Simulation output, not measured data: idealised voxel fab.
Process module, titled voxel gate over fins
Displayed cross-section: cut, width of 290 nm, square cells sized 5 nm.
Cross-section spec: square-cell grid; bands listed top down; each band is one or more rows. For a band, the entry starts with two heights in nm, that of the top and then that of the bottom, and carries on with the band's materials in order from left to right, each alongside its width in nm; the word "full width" beside a single material means it fills the band edge to edge, and "air" means empty space. The reference from which all heights are counted is 0, the level beneath which the as-received wafer is entirely one material; the lowest band, having no lower bound, proceeds downward and is written after the example "from 0 down". The expression "30 to 40" gives the width at the extremes of the band, the first number at its top row of cells and the second at its bottom row, with the width changing by equal amounts from each row to the next in between. What does "changes: none" mean for a step? It means no cell of the cross-section changed in that step. The entry titled "Trapped voids" provides the empty spaces that have no open way to the top, restricted to those of 8 cells or more. Each is presented as width x height at distance, the distance being measured from the left edge, with all three in nm. Past the settings on a step's line: simulator remark, on that step. If you see "overlay nm" on a step's line and that step has a mask, it's telling you how far right of where it was planned the mask ended up; a negative number means it went left instead. Quick note on how to read the rest: it's all pairs. You get the cross-section before a process step and the one after, but the after one only goes down as far as the lowest band that changed. The step in between, with its settings, sits under the pair. Heads up, the pairs can come from different runs of this module on the same starting wafer, so don't assume a pair picks up from the one above unless its "Before processing" entry says it does.
## Before processing
from 0 down  Si full width
Trapped voids: none
## Resulting Structure
from 5 to 0  SiN full width
Under the height 0 nothing was changed.
Trapped voids: none
Between the two cross-sections shown above, the process step is CONFORMAL_DEP | material SiN | thk nm 5
Before processing: it's just the after picture from the pair right above this one.
## Resulting Structure
from 20 to 5  aC full width
Under the height 5 nothing was changed.
Trapped voids: none
Between the two cross-sections shown above, the process step is DIRECTIONAL_DEP | material aC | thk nm 15
Before processing: it's just the after picture from the pair right above this one.
## Resulting Structure
from 55 to 20  air 45 nm | resist 15 nm | air 45 nm | resist 15 nm | air 45 nm | resist 15 nm | air 45 nm | resist 15 nm | air 50 nm
Under the height 20 nothing was changed.
Trapped voids: none
Between the two cross-sections shown above, the process step is PATTERN | tone cover | mask id FINS | material resist | width nm 15 | pitch nm 60 | thk nm 35 | overlay nm 0
Before processing: it's just the after picture from the pair right above this one.
## Resulting Structure
from 40 to 20  air 45 nm | resist 15 nm | air 45 nm | resist 15 nm | air 45 nm | resist 15 nm | air 45 nm | resist 15 nm | air 50 nm
from 20 to 5  air 45 nm | aC 15 nm | air 45 nm | aC 15 nm | air 45 nm | aC 15 nm | air 45 nm | aC 15 nm | air 50 nm
Under the height 5 nothing was changed.
Trapped voids: none
Between the two cross-sections shown above, the process step is DIRECTIONAL_ETCH | etch materials aC | depth nm 15
Before processing: it's just the after picture from the pair right above this one.
## Resulting Structure
from 20 to 5  air 45 nm | aC 15 nm | air 45 nm | aC 15 nm | air 45 nm | aC 15 nm | air 45 nm | aC 15 nm | air 50 nm
Under the height 5 nothing was changed.
Trapped voids: none
Between the two cross-sections shown above, the process step is STRIP | etch materials resist
Before processing: it's just the after picture from the pair right above this one.
## Resulting Structure
from 20 to 5  air 45 nm | aC 15 nm | air 45 nm | aC 15 nm | air 45 nm | aC 15 nm | air 45 nm | aC 15 nm | air 50 nm
from 5 to 0  air 45 nm | SiN 15 nm | air 45 nm | SiN 15 nm | air 45 nm | SiN 15 nm | air 45 nm | SiN 15 nm | air 50 nm
Under the height 0 nothing was changed.
Trapped voids: none
Between the two cross-sections shown above, the process step is DIRECTIONAL_ETCH | etch materials SiN | depth nm 5
Before processing: it's just the after picture from the pair right above this one.
## Resulting Structure
from 20 to 5  air 45 nm | aC 15 nm | air 45 nm | aC 15 nm | air 45 nm | aC 15 nm | air 45 nm | aC 15 nm | air 50 nm
from 5 to 0  air 45 nm | SiN 15 nm | air 45 nm | SiN 15 nm | air 45 nm | SiN 15 nm | air 45 nm | SiN 15 nm | air 50 nm
from 0 to -40  air 45 nm | Si 15 nm | air 45 nm | Si 15 nm | air 45 nm | Si 15 nm | air 45 nm | Si 15 nm | air 50 nm
Under the height -40 nothing was changed.
Trapped voids: none
Between the two cross-sections shown above, the process step is DIRECTIONAL_ETCH | etch materials Si | depth nm 40
Before processing: it's just the after picture from the pair right above this one.
## Resulting Structure
from 5 to 0  air 45 nm | SiN 15 nm | air 45 nm | SiN 15 nm | air 45 nm | SiN 15 nm | air 45 nm | SiN 15 nm | air 50 nm
Under the height 0 nothing was changed.
Trapped voids: none
Between the two cross-sections shown above, the process step is STRIP | etch materials aC
Before processing: it's just the after picture from the pair right above this one.
## Resulting Structure
from 20 to 5  SiO2 full width
from 5 to 0  SiO2 45 nm | SiN 15 nm | SiO2 45 nm | SiN 15 nm | SiO2 45 nm | SiN 15 nm | SiO2 45 nm | SiN 15 nm | SiO2 50 nm
from 0 to -40  SiO2 45 nm | Si 15 nm | SiO2 45 nm | Si 15 nm | SiO2 45 nm | Si 15 nm | SiO2 45 nm | Si 15 nm | SiO2 50 nm
Under the height -40 nothing was changed.
Trapped voids: none
Between the two cross-sections shown above, the process step is FILL_DEP | material SiO2 | thk nm 15
Before processing: it's just the after picture from the pair right above this one.
## Resulting Structure
from 5 to 0  SiO2 45 nm | SiN 15 nm | SiO2 45 nm | SiN 15 nm | SiO2 45 nm | SiN 15 nm | SiO2 45 nm | SiN 15 nm | SiO2 50 nm
Under the height 0 nothing was changed.
Trapped voids: none
Between the two cross-sections shown above, the process step is CMP | height nm 5
Before processing: it's just the after picture from the pair right above this one.
## Resulting Structure
from 20 to 5  resist 75 nm | air 15 nm | resist 200 nm
Under the height 5 nothing was changed.
Trapped voids: none
Between the two cross-sections shown above, the process step is PATTERN | tone open | mask id RAIL | material resist | width nm 15 | thk nm 15 | overlay nm 0
Before processing: it's just the after picture from the pair right above this one.
## Resulting Structure
from 20 to 5  resist 75 nm | air 15 nm | resist 200 nm
from 5 to 0  SiO2 45 nm | SiN 15 nm | SiO2 15 nm | air 15 nm | SiO2 15 nm | SiN 15 nm | SiO2 45 nm | SiN 15 nm | SiO2 45 nm | SiN 15 nm | SiO2 50 nm
from 0 to -35  SiO2 45 nm | Si 15 nm | SiO2 15 nm | air 15 nm | SiO2 15 nm | Si 15 nm | SiO2 45 nm | Si 15 nm | SiO2 45 nm | Si 15 nm | SiO2 50 nm
Under the height -35 nothing was changed.
Trapped voids: none
Between the two cross-sections shown above, the process step is DIRECTIONAL_ETCH | etch materials SiO2 | depth nm 40
Before processing: it's just the after picture from the pair right above this one.
## Resulting Structure
from 5 to 0  SiO2 45 nm | SiN 15 nm | SiO2 15 nm | air 15 nm | SiO2 15 nm | SiN 15 nm | SiO2 45 nm | SiN 15 nm | SiO2 45 nm | SiN 15 nm | SiO2 50 nm
Under the height 0 nothing was changed.
Trapped voids: none
Between the two cross-sections shown above, the process step is STRIP | etch materials resist
Before processing: it's just the after picture from the pair right above this one.
## Resulting Structure
from 10 to 5  TiN 80 nm | air 5 nm | TiN 205 nm
from 5 to 0  SiO2 45 nm | SiN 15 nm | SiO2 15 nm | TiN 5 nm | air 5 nm | TiN 5 nm | SiO2 15 nm | SiN 15 nm | SiO2 45 nm | SiN 15 nm | SiO2 45 nm | SiN 15 nm | SiO2 50 nm
from 0 to -30  SiO2 45 nm | Si 15 nm | SiO2 15 nm | TiN 5 nm | air 5 nm | TiN 5 nm | SiO2 15 nm | Si 15 nm | SiO2 45 nm | Si 15 nm | SiO2 45 nm | Si 15 nm | SiO2 50 nm
from -30 to -35  SiO2 45 nm | Si 15 nm | SiO2 15 nm | TiN 15 nm | SiO2 15 nm | Si 15 nm | SiO2 45 nm | Si 15 nm | SiO2 45 nm | Si 15 nm | SiO2 50 nm
Under the height -35 nothing was changed.
Trapped voids: none
Between the two cross-sections shown above, the process step is CONFORMAL_DEP | material TiN | thk nm 5
Before processing: it's just the after picture from the pair right above this one.
## Resulting Structure
from 15 to 10  W full width
from 10 to 5  TiN 80 nm | W 5 nm | TiN 205 nm
from 5 to 0  SiO2 45 nm | SiN 15 nm | SiO2 15 nm | TiN 5 nm | W 5 nm | TiN 5 nm | SiO2 15 nm | SiN 15 nm | SiO2 45 nm | SiN 15 nm | SiO2 45 nm | SiN 15 nm | SiO2 50 nm
from 0 to -30  SiO2 45 nm | Si 15 nm | SiO2 15 nm | TiN 5 nm | W 5 nm | TiN 5 nm | SiO2 15 nm | Si 15 nm | SiO2 45 nm | Si 15 nm | SiO2 45 nm | Si 15 nm | SiO2 50 nm
Under the height -30 nothing was changed.
Trapped voids: none
Between the two cross-sections shown above, the process step is FILL_DEP | material W | thk nm 5
Before processing: it's just the after picture from the pair right above this one.
## Resulting Structure
from 5 to 0  SiO2 45 nm | SiN 15 nm | SiO2 15 nm | TiN 5 nm | W 5 nm | TiN 5 nm | SiO2 15 nm | SiN 15 nm | SiO2 45 nm | SiN 15 nm | SiO2 45 nm | SiN 15 nm | SiO2 50 nm
Under the height 0 nothing was changed.
Trapped voids: none
Between the two cross-sections shown above, the process step is CMP | height nm 5
Before processing: it's just the after picture from the pair right above this one.
## Resulting Structure
from 5 to 0  SiO2 45 nm | SiN 15 nm | SiO2 15 nm | air 15 nm | SiO2 15 nm | SiN 15 nm | SiO2 45 nm | SiN 15 nm | SiO2 45 nm | SiN 15 nm | SiO2 50 nm
from 0 to -15  SiO2 45 nm | Si 15 nm | SiO2 15 nm | air 15 nm | SiO2 15 nm | Si 15 nm | SiO2 45 nm | Si 15 nm | SiO2 45 nm | Si 15 nm | SiO2 50 nm
Under the height -15 nothing was changed.
Trapped voids: none
Between the two cross-sections shown above, the process step is SELECTIVE_ETCH | etch materials W Ru TiN | depth nm 20
Before processing: it's just the after picture from the pair right above this one.
## Resulting Structure
from 10 to 5  SiO2 full width
from 5 to 0  SiO2 45 nm | SiN 15 nm | SiO2 45 nm | SiN 15 nm | SiO2 45 nm | SiN 15 nm | SiO2 45 nm | SiN 15 nm | SiO2 50 nm
from 0 to -15  SiO2 45 nm | Si 15 nm | SiO2 45 nm | Si 15 nm | SiO2 45 nm | Si 15 nm | SiO2 45 nm | Si 15 nm | SiO2 50 nm
Under the height -15 nothing was changed.
Trapped voids: none
Between the two cross-sections shown above, the process step is FILL_DEP | material SiO2 | thk nm 5
Before processing: it's just the after picture from the pair right above this one.
## Resulting Structure
from 5 to 0  SiO2 45 nm | SiN 15 nm | SiO2 45 nm | SiN 15 nm | SiO2 45 nm | SiN 15 nm | SiO2 45 nm | SiN 15 nm | SiO2 50 nm
Under the height 0 nothing was changed.
Trapped voids: none
Between the two cross-sections shown above, the process step is CMP | height nm 5
Before processing: it's just the after picture from the pair right above this one.
## Resulting Structure
from 5 to 0  air 45 nm | SiN 15 nm | air 45 nm | SiN 15 nm | air 45 nm | SiN 15 nm | air 45 nm | SiN 15 nm | air 50 nm
from 0 to -10  air 45 nm | Si 15 nm | air 45 nm | Si 15 nm | air 45 nm | Si 15 nm | air 45 nm | Si 15 nm | air 50 nm
Under the height -10 nothing was changed.
Trapped voids: none
Between the two cross-sections shown above, the process step is SELECTIVE_ETCH | etch materials SiO2 | depth nm 15
Before processing: it's just the after picture from the pair right above this one.
## Resulting Structure
from 0 to -10  air 45 nm | Si 15 nm | air 45 nm | Si 15 nm | air 45 nm | Si 15 nm | air 45 nm | Si 15 nm | air 50 nm
Under the height -10 nothing was changed.
Trapped voids: none
Between the two cross-sections shown above, the process step is STRIP | etch materials SiN
Before processing: it's just the after picture from the pair right above this one.
## Resulting Structure
from 5 to 0  air 40 nm | HfO2 25 nm | air 35 nm | HfO2 25 nm | air 35 nm | HfO2 25 nm | air 35 nm | HfO2 25 nm | air 45 nm
from 0 to -5  air 40 nm | HfO2 5 nm | Si 15 nm | HfO2 5 nm | air 35 nm | HfO2 5 nm | Si 15 nm | HfO2 5 nm | air 35 nm | HfO2 5 nm | Si 15 nm | HfO2 5 nm | air 35 nm | HfO2 5 nm | Si 15 nm | HfO2 5 nm | air 45 nm
from -5 to -10  HfO2 45 nm | Si 15 nm | HfO2 45 nm | Si 15 nm | HfO2 45 nm | Si 15 nm | HfO2 45 nm | Si 15 nm | HfO2 50 nm
Under the height -10 nothing was changed.
Trapped voids: none
Between the two cross-sections shown above, the process step is CONFORMAL_DEP | material HfO2 | thk nm 5
Before processing: it's just the after picture from the pair right above this one.
## Resulting Structure
from 10 to 5  air 35 nm | TiN 35 nm | air 25 nm | TiN 35 nm | air 25 nm | TiN 35 nm | air 25 nm | TiN 35 nm | air 40 nm
from 5 to 0  air 35 nm | TiN 5 nm | HfO2 25 nm | TiN 5 nm | air 25 nm | TiN 5 nm | HfO2 25 nm | TiN 5 nm | air 25 nm | TiN 5 nm | HfO2 25 nm | TiN 5 nm | air 25 nm | TiN 5 nm | HfO2 25 nm | TiN 5 nm | air 40 nm
from 0 to -5  TiN 40 nm | HfO2 5 nm | Si 15 nm | HfO2 5 nm | TiN 35 nm | HfO2 5 nm | Si 15 nm | HfO2 5 nm | TiN 35 nm | HfO2 5 nm | Si 15 nm | HfO2 5 nm | TiN 35 nm | HfO2 5 nm | Si 15 nm | HfO2 5 nm | TiN 45 nm
Under the height -5 nothing was changed.
Trapped voids: none
Between the two cross-sections shown above, the process step is CONFORMAL_DEP | material TiN | thk nm 5
Before processing: it's just the after picture from the pair right above this one.
## Resulting Structure
from 25 to 10  W full width
from 10 to 5  W 35 nm | TiN 35 nm | W 25 nm | TiN 35 nm | W 25 nm | TiN 35 nm | W 25 nm | TiN 35 nm | W 40 nm
from 5 to 0  W 35 nm | TiN 5 nm | HfO2 25 nm | TiN 5 nm | W 25 nm | TiN 5 nm | HfO2 25 nm | TiN 5 nm | W 25 nm | TiN 5 nm | HfO2 25 nm | TiN 5 nm | W 25 nm | TiN 5 nm | HfO2 25 nm | TiN 5 nm | W 40 nm
Under the height 0 nothing was changed.
Trapped voids: none
Between the two cross-sections shown above, the process step is FILL_DEP | material W | thk nm 15
Before processing: it's just the after picture from the pair right above this one.
## Resulting Structure
from 20 to 10  W full width
Under the height 10 nothing was changed.
Trapped voids: none
Between the two cross-sections shown above, the process step is CMP | height nm 20
Before processing: it's just the after picture from the pair right above this one.
## Resulting Structure
from 30 to 20  SiCN full width
Under the height 20 nothing was changed.
Trapped voids: none
Between the two cross-sections shown above, the process step is CONFORMAL_DEP | material SiCN | thk nm 10
## Before processing
from 0 to -10  air 45 nm | Si 15 nm | air 45 nm | Si 15 nm | air 45 nm | Si 15 nm | air 45 nm | Si 15 nm | air 50 nm
from -10 to -15  SiO2 45 nm | Si 15 nm | SiO2 45 nm | Si 15 nm | SiO2 45 nm | Si 15 nm | SiO2 45 nm | Si 15 nm | SiO2 50 nm
from -15 to -30  SiO2 45 nm | Si 15 nm | SiO2 15 nm | TiN 5 nm | W 5 nm | TiN 5 nm | SiO2 15 nm | Si 15 nm | SiO2 45 nm | Si 15 nm | SiO2 45 nm | Si 15 nm | SiO2 50 nm
from -30 to -35  SiO2 45 nm | Si 15 nm | SiO2 15 nm | TiN 15 nm | SiO2 15 nm | Si 15 nm | SiO2 45 nm | Si 15 nm | SiO2 45 nm | Si 15 nm | SiO2 50 nm
from -35 to -40  SiO2 45 nm | Si 15 nm | SiO2 45 nm | Si 15 nm | SiO2 45 nm | Si 15 nm | SiO2 45 nm | Si 15 nm | SiO2 50 nm
from -40 down  Si full width
Trapped voids: none
## Resulting Structure
from 5 to 0  air 40 nm | TiN 25 nm | air 35 nm | TiN 25 nm | air 35 nm | TiN 25 nm | air 35 nm | TiN 25 nm | air 45 nm
from 0 to -5  air 40 nm | TiN 5 nm | Si 15 nm | TiN 5 nm | air 35 nm | TiN 5 nm | Si 15 nm | TiN 5 nm | air 35 nm | TiN 5 nm | Si 15 nm | TiN 5 nm | air 35 nm | TiN 5 nm | Si 15 nm | TiN 5 nm | air 45 nm
from -5 to -10  TiN 45 nm | Si 15 nm | TiN 45 nm | Si 15 nm | TiN 45 nm | Si 15 nm | TiN 45 nm | Si 15 nm | TiN 50 nm
Under the height -10 nothing was changed.
Trapped voids: none
Between the two cross-sections shown above, the process step is CONFORMAL_DEP | material TiN | thk nm 5
Before processing: it's just the after picture from the pair right above this one.
## Resulting Structure
from 20 to 5  W full width
from 5 to 0  W 40 nm | TiN 25 nm | W 35 nm | TiN 25 nm | W 35 nm | TiN 25 nm | W 35 nm | TiN 25 nm | W 45 nm
from 0 to -5  W 40 nm | TiN 5 nm | Si 15 nm | TiN 5 nm | W 35 nm | TiN 5 nm | Si 15 nm | TiN 5 nm | W 35 nm | TiN 5 nm | Si 15 nm | TiN 5 nm | W 35 nm | TiN 5 nm | Si 15 nm | TiN 5 nm | W 45 nm
Under the height -5 nothing was changed.
Trapped voids: none
Between the two cross-sections shown above, the process step is FILL_DEP | material W | thk nm 15
Before processing: it's just the after picture from the pair right above this one.
## Resulting Structure
from 30 to 20  SiCN full width
Under the height 20 nothing was changed.
Trapped voids: none
Between the two cross-sections shown above, the process step is CONFORMAL_DEP | material SiCN | thk nm 10
## Before processing
from 20 to 5  air 45 nm | aC 15 nm | air 45 nm | aC 15 nm | air 45 nm | aC 15 nm | air 45 nm | aC 15 nm | air 50 nm
from 5 to 0  air 45 nm | SiN 15 nm | air 45 nm | SiN 15 nm | air 45 nm | SiN 15 nm | air 45 nm | SiN 15 nm | air 50 nm
from 0 to -40  air 45 nm | Si 15 nm | air 45 nm | Si 15 nm | air 45 nm | Si 15 nm | air 45 nm | Si 15 nm | air 50 nm
from -40 down  Si full width
Trapped voids: none
## Resulting Structure
from 20 to 5  air 45 nm | aC 15 nm | air 45 nm | aC 15 nm | air 45 nm | aC 15 nm | air 45 nm | aC 15 nm | air 50 nm
from 5 to 0  air 45 nm | SiN 15 nm | air 45 nm | SiN 15 nm | air 45 nm | SiN 15 nm | air 45 nm | SiN 15 nm | air 50 nm
from 0 to -80  air 45 nm | Si 15 nm | air 45 nm | Si 15 nm | air 45 nm | Si 15 nm | air 45 nm | Si 15 nm | air 50 nm
Under the height -80 nothing was changed.
Trapped voids: none
Between the two cross-sections shown above, the process step is DIRECTIONAL_ETCH | etch materials Si | depth nm 40
Before processing: it's just the after picture from the pair right above this one.
## Resulting Structure
from 5 to 0  air 45 nm | SiN 15 nm | air 45 nm | SiN 15 nm | air 45 nm | SiN 15 nm | air 45 nm | SiN 15 nm | air 50 nm
Under the height 0 nothing was changed.
Trapped voids: none
Between the two cross-sections shown above, the process step is STRIP | etch materials aC
Before processing: it's just the after picture from the pair right above this one.
## Resulting Structure
from 20 to 5  SiO2 full width
from 5 to 0  SiO2 45 nm | SiN 15 nm | SiO2 45 nm | SiN 15 nm | SiO2 45 nm | SiN 15 nm | SiO2 45 nm | SiN 15 nm | SiO2 50 nm
from 0 to -80  SiO2 45 nm | Si 15 nm | SiO2 45 nm | Si 15 nm | SiO2 45 nm | Si 15 nm | SiO2 45 nm | Si 15 nm | SiO2 50 nm
Under the height -80 nothing was changed.
Trapped voids: none
Between the two cross-sections shown above, the process step is FILL_DEP | material SiO2 | thk nm 15
Before processing: it's just the after picture from the pair right above this one.
## Resulting Structure
from 5 to 0  SiO2 45 nm | SiN 15 nm | SiO2 45 nm | SiN 15 nm | SiO2 45 nm | SiN 15 nm | SiO2 45 nm | SiN 15 nm | SiO2 50 nm
Under the height 0 nothing was changed.
Trapped voids: none
Between the two cross-sections shown above, the process step is CMP | height nm 5
Before processing: it's just the after picture from the pair right above this one.
## Resulting Structure
from 20 to 5  resist 75 nm | air 15 nm | resist 200 nm
Under the height 5 nothing was changed.
Trapped voids: none
Between the two cross-sections shown above, the process step is PATTERN | tone open | mask id RAIL | material resist | width nm 15 | thk nm 15 | overlay nm 0
Before processing: it's just the after picture from the pair right above this one.
## Resulting Structure
from 20 to 5  resist 75 nm | air 15 nm | resist 200 nm
from 5 to 0  SiO2 45 nm | SiN 15 nm | SiO2 15 nm | air 15 nm | SiO2 15 nm | SiN 15 nm | SiO2 45 nm | SiN 15 nm | SiO2 45 nm | SiN 15 nm | SiO2 50 nm
from 0 to -35  SiO2 45 nm | Si 15 nm | SiO2 15 nm | air 15 nm | SiO2 15 nm | Si 15 nm | SiO2 45 nm | Si 15 nm | SiO2 45 nm | Si 15 nm | SiO2 50 nm
Under the height -35 nothing was changed.
Trapped voids: none
Between the two cross-sections shown above, the process step is DIRECTIONAL_ETCH | etch materials SiO2 | depth nm 40
Before processing: it's just the after picture from the pair right above this one.
## Resulting Structure
from 5 to 0  SiO2 45 nm | SiN 15 nm | SiO2 15 nm | air 15 nm | SiO2 15 nm | SiN 15 nm | SiO2 45 nm | SiN 15 nm | SiO2 45 nm | SiN 15 nm | SiO2 50 nm
Under the height 0 nothing was changed.
Trapped voids: none
Between the two cross-sections shown above, the process step is STRIP | etch materials resist
Before processing: it's just the after picture from the pair right above this one.
## Resulting Structure
from 10 to 5  TiN 80 nm | air 5 nm | TiN 205 nm
from 5 to 0  SiO2 45 nm | SiN 15 nm | SiO2 15 nm | TiN 5 nm | air 5 nm | TiN 5 nm | SiO2 15 nm | SiN 15 nm | SiO2 45 nm | SiN 15 nm | SiO2 45 nm | SiN 15 nm | SiO2 50 nm
from 0 to -30  SiO2 45 nm | Si 15 nm | SiO2 15 nm | TiN 5 nm | air 5 nm | TiN 5 nm | SiO2 15 nm | Si 15 nm | SiO2 45 nm | Si 15 nm | SiO2 45 nm | Si 15 nm | SiO2 50 nm
from -30 to -35  SiO2 45 nm | Si 15 nm | SiO2 15 nm | TiN 15 nm | SiO2 15 nm | Si 15 nm | SiO2 45 nm | Si 15 nm | SiO2 45 nm | Si 15 nm | SiO2 50 nm
Under the height -35 nothing was changed.
Trapped voids: none
Between the two cross-sections shown above, the process step is CONFORMAL_DEP | material TiN | thk nm 5
Before processing: it's just the after picture from the pair right above this one.
## Resulting Structure
from 15 to 10  W full width
from 10 to 5  TiN 80 nm | W 5 nm | TiN 205 nm
from 5 to 0  SiO2 45 nm | SiN 15 nm | SiO2 15 nm | TiN 5 nm | W 5 nm | TiN 5 nm | SiO2 15 nm | SiN 15 nm | SiO2 45 nm | SiN 15 nm | SiO2 45 nm | SiN 15 nm | SiO2 50 nm
from 0 to -30  SiO2 45 nm | Si 15 nm | SiO2 15 nm | TiN 5 nm | W 5 nm | TiN 5 nm | SiO2 15 nm | Si 15 nm | SiO2 45 nm | Si 15 nm | SiO2 45 nm | Si 15 nm | SiO2 50 nm
Under the height -30 nothing was changed.
Trapped voids: none
Between the two cross-sections shown above, the process step is FILL_DEP | material W | thk nm 5
Before processing: it's just the after picture from the pair right above this one.
## Resulting Structure
from 5 to 0  SiO2 45 nm | SiN 15 nm | SiO2 15 nm | TiN 5 nm | W 5 nm | TiN 5 nm | SiO2 15 nm | SiN 15 nm | SiO2 45 nm | SiN 15 nm | SiO2 45 nm | SiN 15 nm | SiO2 50 nm
Under the height 0 nothing was changed.
Trapped voids: none
Between the two cross-sections shown above, the process step is CMP | height nm 5
Before processing: it's just the after picture from the pair right above this one.
## Resulting Structure
from 5 to 0  SiO2 45 nm | SiN 15 nm | SiO2 15 nm | air 15 nm | SiO2 15 nm | SiN 15 nm | SiO2 45 nm | SiN 15 nm | SiO2 45 nm | SiN 15 nm | SiO2 50 nm
from 0 to -15  SiO2 45 nm | Si 15 nm | SiO2 15 nm | air 15 nm | SiO2 15 nm | Si 15 nm | SiO2 45 nm | Si 15 nm | SiO2 45 nm | Si 15 nm | SiO2 50 nm
Under the height -15 nothing was changed.
Trapped voids: none
Between the two cross-sections shown above, the process step is SELECTIVE_ETCH | etch materials W Ru TiN | depth nm 20
Before processing: it's just the after picture from the pair right above this one.
## Resulting Structure
from 10 to 5  SiO2 full width
from 5 to 0  SiO2 45 nm | SiN 15 nm | SiO2 45 nm | SiN 15 nm | SiO2 45 nm | SiN 15 nm | SiO2 45 nm | SiN 15 nm | SiO2 50 nm
from 0 to -15  SiO2 45 nm | Si 15 nm | SiO2 45 nm | Si 15 nm | SiO2 45 nm | Si 15 nm | SiO2 45 nm | Si 15 nm | SiO2 50 nm
Under the height -15 nothing was changed.
Trapped voids: none
Between the two cross-sections shown above, the process step is FILL_DEP | material SiO2 | thk nm 5
Before processing: it's just the after picture from the pair right above this one.
## Resulting Structure
from 5 to 0  SiO2 45 nm | SiN 15 nm | SiO2 45 nm | SiN 15 nm | SiO2 45 nm | SiN 15 nm | SiO2 45 nm | SiN 15 nm | SiO2 50 nm
Under the height 0 nothing was changed.
Trapped voids: none
Between the two cross-sections shown above, the process step is CMP | height nm 5
Before processing: it's just the after picture from the pair right above this one.
## Resulting Structure
from 5 to 0  air 45 nm | SiN 15 nm | air 45 nm | SiN 15 nm | air 45 nm | SiN 15 nm | air 45 nm | SiN 15 nm | air 50 nm
from 0 to -10  air 45 nm | Si 15 nm | air 45 nm | Si 15 nm | air 45 nm | Si 15 nm | air 45 nm | Si 15 nm | air 50 nm
Under the height -10 nothing was changed.
Trapped voids: none
Between the two cross-sections shown above, the process step is SELECTIVE_ETCH | etch materials SiO2 | depth nm 15
Before processing: it's just the after picture from the pair right above this one.
## Resulting Structure
from 0 to -10  air 45 nm | Si 15 nm | air 45 nm | Si 15 nm | air 45 nm | Si 15 nm | air 45 nm | Si 15 nm | air 50 nm
Under the height -10 nothing was changed.
Trapped voids: none
Between the two cross-sections shown above, the process step is STRIP | etch materials SiN
Before processing: it's just the after picture from the pair right above this one.
## Resulting Structure
from 5 to 0  air 40 nm | HfO2 25 nm | air 35 nm | HfO2 25 nm | air 35 nm | HfO2 25 nm | air 35 nm | HfO2 25 nm | air 45 nm
from 0 to -5  air 40 nm | HfO2 5 nm | Si 15 nm | HfO2 5 nm | air 35 nm | HfO2 5 nm | Si 15 nm | HfO2 5 nm | air 35 nm | HfO2 5 nm | Si 15 nm | HfO2 5 nm | air 35 nm | HfO2 5 nm | Si 15 nm | HfO2 5 nm | air 45 nm
from -5 to -10  HfO2 45 nm | Si 15 nm | HfO2 45 nm | Si 15 nm | HfO2 45 nm | Si 15 nm | HfO2 45 nm | Si 15 nm | HfO2 50 nm
Under the height -10 nothing was changed.
Trapped voids: none
Between the two cross-sections shown above, the process step is CONFORMAL_DEP | material HfO2 | thk nm 5
Before processing: it's just the after picture from the pair right above this one.
## Resulting Structure
from 10 to 5  air 35 nm | TiN 35 nm | air 25 nm | TiN 35 nm | air 25 nm | TiN 35 nm | air 25 nm | TiN 35 nm | air 40 nm
from 5 to 0  air 35 nm | TiN 5 nm | HfO2 25 nm | TiN 5 nm | air 25 nm | TiN 5 nm | HfO2 25 nm | TiN 5 nm | air 25 nm | TiN 5 nm | HfO2 25 nm | TiN 5 nm | air 25 nm | TiN 5 nm | HfO2 25 nm | TiN 5 nm | air 40 nm
from 0 to -5  TiN 40 nm | HfO2 5 nm | Si 15 nm | HfO2 5 nm | TiN 35 nm | HfO2 5 nm | Si 15 nm | HfO2 5 nm | TiN 35 nm | HfO2 5 nm | Si 15 nm | HfO2 5 nm | TiN 35 nm | HfO2 5 nm | Si 15 nm | HfO2 5 nm | TiN 45 nm
Under the height -5 nothing was changed.
Trapped voids: none
Between the two cross-sections shown above, the process step is CONFORMAL_DEP | material TiN | thk nm 5
Before processing: it's just the after picture from the pair right above this one.
## Resulting Structure
from 25 to 10  W full width
from 10 to 5  W 35 nm | TiN 35 nm | W 25 nm | TiN 35 nm | W 25 nm | TiN 35 nm | W 25 nm | TiN 35 nm | W 40 nm
from 5 to 0  W 35 nm | TiN 5 nm | HfO2 25 nm | TiN 5 nm | W 25 nm | TiN 5 nm | HfO2 25 nm | TiN 5 nm | W 25 nm | TiN 5 nm | HfO2 25 nm | TiN 5 nm | W 25 nm | TiN 5 nm | HfO2 25 nm | TiN 5 nm | W 40 nm
Under the height 0 nothing was changed.
Trapped voids: none
Between the two cross-sections shown above, the process step is FILL_DEP | material W | thk nm 15
Before processing: it's just the after picture from the pair right above this one.
## Resulting Structure
from 20 to 10  W full width
Under the height 10 nothing was changed.
Trapped voids: none
Between the two cross-sections shown above, the process step is CMP | height nm 20
Before processing: it's just the after picture from the pair right above this one.
## Resulting Structure
from 30 to 20  SiCN full width
Under the height 20 nothing was changed.
Trapped voids: none
Between the two cross-sections shown above, the process step is CONFORMAL_DEP | material SiCN | thk nm 10
## Before processing
from 5 to 0  SiO2 45 nm | SiN 15 nm | SiO2 45 nm | SiN 15 nm | SiO2 45 nm | SiN 15 nm | SiO2 45 nm | SiN 15 nm | SiO2 50 nm
from 0 to -15  SiO2 45 nm | Si 15 nm | SiO2 45 nm | Si 15 nm | SiO2 45 nm | Si 15 nm | SiO2 45 nm | Si 15 nm | SiO2 50 nm
from -15 to -30  SiO2 45 nm | Si 15 nm | SiO2 15 nm | TiN 5 nm | W 5 nm | TiN 5 nm | SiO2 15 nm | Si 15 nm | SiO2 45 nm | Si 15 nm | SiO2 45 nm | Si 15 nm | SiO2 50 nm
from -30 to -35  SiO2 45 nm | Si 15 nm | SiO2 15 nm | TiN 15 nm | SiO2 15 nm | Si 15 nm | SiO2 45 nm | Si 15 nm | SiO2 45 nm | Si 15 nm | SiO2 50 nm
from -35 to -40  SiO2 45 nm | Si 15 nm | SiO2 45 nm | Si 15 nm | SiO2 45 nm | Si 15 nm | SiO2 45 nm | Si 15 nm | SiO2 50 nm
from -40 down  Si full width
Trapped voids: none
## Resulting Structure
from 5 to 0  SiO2 45 nm | air 15 nm | SiO2 45 nm | air 15 nm | SiO2 45 nm | air 15 nm | SiO2 45 nm | air 15 nm | SiO2 50 nm
Under the height 0 nothing was changed.
Trapped voids: none
Between the two cross-sections shown above, the process step is STRIP | etch materials SiN
Before processing: it's just the after picture from the pair right above this one.
## Resulting Structure
from 0 to -10  air 45 nm | Si 15 nm | air 45 nm | Si 15 nm | air 45 nm | Si 15 nm | air 45 nm | Si 15 nm | air 50 nm
from -10 to -15  SiO2 30 nm | air 15 nm | Si 15 nm | air 15 nm | SiO2 15 nm | air 15 nm | Si 15 nm | air 15 nm | SiO2 15 nm | air 15 nm | Si 15 nm | air 15 nm | SiO2 15 nm | air 15 nm | Si 15 nm | air 15 nm | SiO2 35 nm
Under the height -15 nothing was changed.
Trapped voids: none
Between the two cross-sections shown above, the process step is SELECTIVE_ETCH | etch materials SiO2 | depth nm 15
